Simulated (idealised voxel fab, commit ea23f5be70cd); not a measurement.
The document below concerns the process module designated voxel fin reveal.
Xsec cut, 175 nm wide, square cell size 5 nm.
Square cells in a grid make up a cross-section in this document, and the grid is given as bands, listed from the top down, each one or more rows of cells.
Band: top and bottom heights (nm) first, top before bottom; then materials from left to right, widths in nm. "edge to edge" marks a sole material filling the band edge to edge. "air" denotes empty space.
Note: height 0 marks the level under which the wafer is uniformly one material as received. Lowest band unbounded below, written "0 and below".
Width "30->40": first value at the band's top row of cells, second value at its bottom row, equal change from row to row.
It should be understood that the words "nothing was modified", when stated for a given step, signify that the cross-section underwent no change in any of its cells during that step.
Closed empty spaces (no open way to the top) of 8 cells or more are what "Closed internal voids" lists, each as width x height at distance from the left edge, nm for all three.
Anything after a step's settings on that line? It's the simulator's own note about the step.
Each step line may optionally specify "overlay nm", which for a step with a mask gives the rightward distance between the mask's planned place and where it lay, a negative value indicating the leftward direction.
These are the steps we planned for the process
1,RECEIVE (material Si)
2,CONFORMAL_DEP (material SiN; thk nm 10)
3,MASKED_ETCH (tone cover; mask id FINS; width nm 15; pitch nm 40; etch materials SiN; depth nm 10; overlay nm 0)
4,MASKED_ETCH (tone cover; mask id FINS; width nm 15; pitch nm 40; etch materials Si; depth nm 40; overlay nm 0)
5,FILL_DEP (material SiO2; thk nm 5)
6,CMP (height nm 10)
7,SELECTIVE_ETCH (etch materials SiO2; depth nm 25)
8,STRIP (etch materials SiN)
9,CONFORMAL_DEP (material HfO2; thk nm 5)
The first wafer of two, processed as planned
Wafer cross-section on receipt, i.e. after step 1
* 0 and below | Si edge to edge
* Closed internal voids: none
Presented here is a cross-section of the wafer after step 2 has been performed
* 10 down to 0 | SiN edge to edge
* For the remainder of the cross-section, below 0, there is no change.
Presented here is a cross-section of the wafer after step 3 has been performed
* 10 down to 0 | air (60), then SiN (15), then air (25), then SiN (15), then air (60)
* For the remainder of the cross-section, below 0, there is no change.
Presented here is a cross-section of the wafer after step 4 has been performed
* 10 down to 0 | air (60), then SiN (15), then air (25), then SiN (15), then air (60)
* 0 down to -40 | air (60), then Si (15), then air (25), then Si (15), then air (60)
* For the remainder of the cross-section, below -40, there is no change.
Presented here is a cross-section of the wafer after step 5 has been performed
* 15 down to 10 | SiO2 edge to edge
* 10 down to 0 | SiO2 (60), then SiN (15), then SiO2 (25), then SiN (15), then SiO2 (60)
* 0 down to -40 | SiO2 (60), then Si (15), then SiO2 (25), then Si (15), then SiO2 (60)
* For the remainder of the cross-section, below -40, there is no change.
Presented here is a cross-section of the wafer after step 6 has been performed
* 10 down to 0 | SiO2 (60), then SiN (15), then SiO2 (25), then SiN (15), then SiO2 (60)
* For the remainder of the cross-section, below 0, there is no change.
Presented here is a cross-section of the wafer after step 7 has been performed
* 10 down to 0 | air (60), then SiN (15), then air (25), then SiN (15), then air (60)
* 0 down to -15 | air (60), then Si (15), then air (25), then Si (15), then air (60)
* For the remainder of the cross-section, below -15, there is no change.
Presented here is a cross-section of the wafer after step 8 has been performed
* 0 down to -15 | air (60), then Si (15), then air (25), then Si (15), then air (60)
* For the remainder of the cross-section, below -15, there is no change.
Presented here is a cross-section of the wafer after step 9 has been performed
* 5 down to 0 | air (55), then HfO2 (25), then air (15), then HfO2 (25), then air (55)
* 0 down to -10 | air (55), then HfO2 (5), then Si (15), then HfO2 (5), then air (15), then HfO2 (5), then Si (15), then HfO2 (5), then air (55)
* -10 down to -15 | HfO2 (60), then Si (15), then HfO2 (25), then Si (15), then HfO2 (60)
* For the remainder of the cross-section, below -15, there is no change.
Second wafer: like start, like plan, one mistake. Through step 2 it matches the first wafer
The second wafer cut through, at the time step 3 was supposed to be finished
* 10 down to 0 | air (60), then SiN (15), then air (25), then SiN (15), then air (60)
* For the remainder of the cross-section, below 0, there is no change.
The second wafer cut through, at the time step 4 was supposed to be finished
* 10 down to 0 | air (60), then SiN (15), then air (25), then SiN (15), then air (60)
* 0 down to -40 | air (60), then Si (15), then air (25), then Si (15), then air (60)
* For the remainder of the cross-section, below -40, there is no change.
The second wafer cut through, at the time step 5 was supposed to be finished
* 15 down to 10 | SiO2 edge to edge
* 10 down to 0 | SiO2 (60), then SiN (15), then SiO2 (25), then SiN (15), then SiO2 (60)
* 0 down to -40 | SiO2 (60), then Si (15), then SiO2 (25), then Si (15), then SiO2 (60)
* For the remainder of the cross-section, below -40, there is no change.
The second wafer cut through, at the time step 6 was supposed to be finished
* 10 down to 0 | SiO2 (60), then SiN (15), then SiO2 (25), then SiN (15), then SiO2 (60)
* For the remainder of the cross-section, below 0, there is no change.
The second wafer cut through, at the time step 7 was supposed to be finished
* 10 down to 0 | air (60), then SiN (15), then air (25), then SiN (15), then air (60)
* 0 down to -15 | air (60), then Si (15), then air (25), then Si (15), then air (60)
* For the remainder of the cross-section, below -15, there is no change.
The second wafer cut through, at the time step 8 was supposed to be finished
* 0 down to -15 | air (60), then Si (15), then air (25), then Si (15), then air (60)
* For the remainder of the cross-section, below -15, there is no change.
The second wafer cut through, at the time step 9 was supposed to be finished
* 5 down to 0 | air (55), then HfO2 (25), then air (15), then HfO2 (25), then air (55)
* 0 down to -10 | air (55), then HfO2 (5), then Si (15), then HfO2 (5), then air (15), then HfO2 (5), then Si (15), then HfO2 (5), then air (55)
* -10 down to -15 | HfO2 (60), then Si (15), then HfO2 (25), then Si (15), then HfO2 (60)
* For the remainder of the cross-section, below -15, there is no change.
Deviation noted in wafer processing: in the plan, step 3 was performed twice
at the end the two cross-sections are the same: no effect in what this model computes
